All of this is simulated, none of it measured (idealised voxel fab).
The following process module bears the name voxel self aligned vias.
We display cut, a cross-section 210 nm in width whose square cells are each 5 nm.
This document writes a cross-section as a grid whose cells are square, and gives it as bands, listed from the top down; one or more rows of cells form a band. The band entry comprises the height of the band's top followed by the height of its bottom, expressed in nm, and subsequently the band's materials from left to right, each stated together with its width in nm. Where a single material is marked with the word "edge to edge", that material fills the band from edge to edge. The word "empty" represents empty space. All heights in this document are referenced to 0, defined as the level beneath which the wafer, as received, consists entirely of one material. The lowest band is not bounded below; it extends indefinitely downward and is written in the form "0 down". The notation "30..40" denotes a width that varies across the rows of cells in the band, beginning at the first number in the top row, finishing at the second number in the bottom row, and changing by an identical amount from each row to the next. "stayed the same", as given for a step, is the statement that not any cell of the cross-section underwent a change during that step. In the "Listed closed voids" entry, you get each enclosed empty space of 8 cells or more, one with no open way to the top, written width x height at distance, distance from the left edge, in nm. On each step's line, the part that comes after the settings is the simulator's own comment on the step. overlay nm: mask right of planned place by this much (step with mask). Neg. = left.
Steps in the process plan:
1,RECEIVE [material Si]
2,CONFORMAL_DEP [material SiO2] [thk nm 15]
3,CONFORMAL_DEP [material SiCN] [thk nm 5]
4,DIRECTIONAL_DEP [material SiO2] [thk nm 20]
5,PATTERN [tone open] [mask id LINES] [material resist] [width nm 20] [pitch nm 55] [thk nm 15] [overlay nm 0]
6,DIRECTIONAL_ETCH [etch materials SiO2] [depth nm 20]
7,STRIP [etch materials resist]
8,CONFORMAL_DEP [material TiN] [thk nm 5]
9,FILL_DEP [material Ru] [thk nm 5]
10,CMP [height nm 40]
11,SELECTIVE_ETCH [etch materials W Ru TiN] [depth nm 10]
12,FILL_DEP [material SiN] [thk nm 10]
13,CMP [height nm 40]
14,DIRECTIONAL_DEP [material SiO2] [thk nm 20]
15,MASKED_ETCH [tone open] [mask id VIAS] [width nm 40] [pitch nm 110] [etch materials SiO2] [depth nm 20] [overlay nm 0]
16,MASKED_ETCH [tone open] [mask id VIAS] [width nm 40] [pitch nm 110] [etch materials SiN] [depth nm 10] [overlay nm 0]
17,CONFORMAL_DEP [material TiN] [thk nm 5]
18,FILL_DEP [material Cu] [thk nm 10]
19,CMP [height nm 60]
20,CONFORMAL_DEP [material SiCN] [thk nm 5]
Cross-section of the incoming wafer, state after step 1:
0 down: Si edge to edge
Listed closed voids: none
As-planned run: cross-section of the first of two wafers at end of module:
65 to 60: SiCN edge to edge
60 to 45: SiO2: 30; TiN: 5; Cu: 30; TiN: 5; SiO2: 70; TiN: 5; Cu: 30; TiN: 5; SiO2: 30
45 to 40: SiO2: 30; TiN: 15; Cu: 10; TiN: 15; SiO2: 70; TiN: 15; Cu: 10; TiN: 15; SiO2: 30
40 to 35: SiO2: 40; TiN: 5; Cu: 10; TiN: 5; SiO2: 35; SiN: 20; SiO2: 35; TiN: 5; Cu: 10; TiN: 5; SiO2: 40
35 to 30: SiO2: 40; TiN: 20; SiO2: 35; SiN: 20; SiO2: 35; TiN: 20; SiO2: 40
30 to 25: SiO2: 40; TiN: 5; Ru: 10; TiN: 5; SiO2: 35; TiN: 5; Ru: 10; TiN: 5; SiO2: 35; TiN: 5; Ru: 10; TiN: 5; SiO2: 40
25 to 20: SiO2: 40; TiN: 20; SiO2: 35; TiN: 20; SiO2: 35; TiN: 20; SiO2: 40
20 to 15: SiCN edge to edge
15 to 0: SiO2 edge to edge
0 down: Si edge to edge
Listed closed voids: none
second wafer at the end: like start, like plan, one mistake:
65 to 60: SiCN edge to edge
60 to 45: SiO2: 30; TiN: 5; Cu: 30; TiN: 5; SiO2: 70; TiN: 5; Cu: 30; TiN: 5; SiO2: 30
45 to 40: SiO2: 30; TiN: 15; Cu: 10; TiN: 15; SiO2: 70; TiN: 15; Cu: 10; TiN: 15; SiO2: 30
40 to 35: SiO2: 40; TiN: 5; Cu: 10; TiN: 5; SiO2: 35; SiN: 20; SiO2: 35; TiN: 5; Cu: 10; TiN: 5; SiO2: 40
35 to 30: SiO2: 40; TiN: 20; SiO2: 35; SiN: 20; SiO2: 35; TiN: 20; SiO2: 40
30 to 25: SiO2: 40; TiN: 5; SiN: 10; TiN: 5; SiO2: 35; TiN: 5; SiN: 10; TiN: 5; SiO2: 35; TiN: 5; SiN: 10; TiN: 5; SiO2: 40
25 to 20: SiO2: 40; TiN: 20; SiO2: 35; TiN: 20; SiO2: 35; TiN: 20; SiO2: 40
20 to 15: SiCN edge to edge
15 to 0: SiO2 edge to edge
0 down: Si edge to edge
Listed closed voids: none
In executing the process, a mistake was made relative to the plan: step 9 was not run as planned; what actually ran was FILL_DEP [material SiN] [thk nm 5]
Final comparison by cell count, materials where the second wafer has more or fewer than the first: -6 Ru | +6 SiN
